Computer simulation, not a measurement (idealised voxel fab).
Name of the process module below: voxel self aligned contacts
260 nm wide, 5 nm square cells: that's cross-section cut.
Cross-section, as written here: a square-cell grid given band by band from the top down, where a band holds one or more rows of cells. Each band's line starts with the height of the band's top and of its bottom, in nm. Then come its materials from left to right, each with its width in nm. One material with "edge to edge" fills the band from edge to edge. "air" is empty space. We count height from 0. Below that, the starting wafer is all one material. The lowest band never ends at the bottom but goes on down; see "from 0 down" for how that is written. The notation "30->40" denotes a width that varies across the rows of cells in the band, beginning at the first number in the top row, finishing at the second number in the bottom row, and changing by an identical amount from each row to the next. "nothing changed" -> step changed no cross-section cell. Reported under the label "Closed void inventory" are the empty spaces having no open way to the top and comprising 8 cells or more; the notation for each is width x height at distance, in which the distance is measured from the left edge and all three values are in nm. Read whatever lies past the settings on a step's line as the simulator's own remark about the step. Among the settings permitted on a step's line is "overlay nm"; applied to a step with a mask, it specifies the extent to which the mask lay to the right of its planned position, whereas a negative figure signifies a position to the left.
Process steps foreseen in the plan:
1) RECEIVE: material Si
2) CONFORMAL_DEP: material SiO2, thk nm 5
3) DIRECTIONAL_DEP: material polySi, thk nm 20
4) DIRECTIONAL_DEP: material SiN, thk nm 20
5) DIRECTIONAL_DEP: material aC, thk nm 10
6) PATTERN: tone cover, mask id GATE, material resist, width nm 30, pitch nm 70, thk nm 25, overlay nm 0
7) DIRECTIONAL_ETCH: etch materials aC, depth nm 10
8) STRIP: etch materials resist
9) DIRECTIONAL_ETCH: etch materials SiN, depth nm 20
10) DIRECTIONAL_ETCH: etch materials polySi, depth nm 20
11) STRIP: etch materials aC
12) CONFORMAL_DEP: material SiN, thk nm 10
13) DIRECTIONAL_ETCH: etch materials SiN, depth nm 10
14) FILL_DEP: material SiO2, thk nm 20
15) CMP: height nm 55
16) MASKED_ETCH: tone open, mask id CONTACT, width nm 50, pitch nm 70, etch materials SiO2, depth nm 55, overlay nm 0
17) CONFORMAL_DEP: material TiN, thk nm 5
18) FILL_DEP: material W, thk nm 5
19) CMP: height nm 55
20) CONFORMAL_DEP: material SiN, thk nm 5
Received-state cross-section, reflecting completion of step 1:
> from 0 down | Si edge to edge
> Closed void inventory: none
Here's the wafer cut in cross-section after the module, started and planned just like above, except one thing was done wrong in the run:
> from 60 to 55 | SiN edge to edge
> from 55 to 45 | aC edge to edge
> from 45 to 25 | 35 aC, 50 SiN, 20 aC, 50 SiN, 20 aC, 50 SiN, 35 aC
> from 25 to 5 | 35 aC, 10 SiN, 30 polySi, 10 SiN, 20 aC, 10 SiN, 30 polySi, 10 SiN, 20 aC, 10 SiN, 30 polySi, 10 SiN, 35 aC
> from 5 to 0 | SiO2 edge to edge
> from 0 down | Si edge to edge
> Closed void inventory: none
What broke from the plan during processing? step 14 went in with a setting other than planned; the actual run was FILL_DEP: material aC, thk nm 20
